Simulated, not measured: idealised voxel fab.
Name of the process module below: voxel spacer lines
For reference, the cross-section in this document is cut, with width 200 nm and square cells of 5 nm.
How to read a cross-section here: the picture is a grid of square cells, written as bands going from the top down, and any band can span one or more rows of cells.
Band: top height; bottom height; in nm. Then, left to right: material with width in nm, for each material. "edge to edge": a single material spanning edge to edge. "blank": empty space.
Ref level 0: as-received wafer is one material below here. Bottom band extends down with no lower bound ("0 and below").
Note: "30 to 40" means the width goes from the first number (top row of the band) to the second number (bottom row) in equal steps per row of cells.
The designation "everything unchanged", where it is given for a processing step, indicates that no cell of the cross-section was altered in the course of that step.
Listed in "Cavities, sealed": every empty space of 8 or more cells without an open way to the top. Form: width x height at distance, the distance being from the left edge, all in nm.
after a step's settings: what the simulator itself notes on the step
"overlay nm" denotes, for a step that has a mask, the displacement of the mask to the right of its planned place, with negative values corresponding to the left.
Listed below are the process steps as planned:
1 RECEIVE with material Si
2 CONFORMAL_DEP with material Al2O3, thk nm 5
3 DIRECTIONAL_DEP with material W, thk nm 15
4 DIRECTIONAL_DEP with material polySi, thk nm 25
5 PATTERN with tone cover, mask id MANDREL, material resist, width nm 20, pitch nm 70, thk nm 35, overlay nm 0
6 DIRECTIONAL_ETCH with etch materials polySi, depth nm 25
7 STRIP with etch materials resist
8 CONFORMAL_DEP with material SiN, thk nm 15
9 DIRECTIONAL_ETCH with etch materials SiN, depth nm 15
10 STRIP with etch materials polySi
11 DIRECTIONAL_ETCH with etch materials W, depth nm 15
12 STRIP with etch materials SiN
13 FILL_DEP with material lowk, thk nm 5
14 CMP with height nm 20
Incoming wafer, cross-sectional view, post step 1:
    0 and below  Si edge to edge
    Cavities, sealed: none
As-planned run: cross-section of the first of two wafers at end of module:
    20 down to 5  40 of lowk / 15 of W / 20 of lowk / 15 of W / 20 of lowk / 15 of W / 20 of lowk / 15 of W / 40 of lowk
    5 down to 0  Al2O3 edge to edge
    0 and below  Si edge to edge
    Cavities, sealed: none
Cross-section, wafer two of two, end of module: same start and plan as wafer one, one error in execution:
    20 down to 15  lowk edge to edge
    15 down to 0  40 of lowk / 15 of W / 20 of lowk / 15 of W / 20 of lowk / 15 of W / 20 of lowk / 15 of W / 40 of lowk
    0 and below  Si edge to edge
    Cavities, sealed: none
Deviation from plan: heads up, step 2 of the plan was skipped and never actually ran
Per the end-of-run cell counts, the second wafer holds more or fewer of some materials than the first: Al2O3 -40, lowk +40
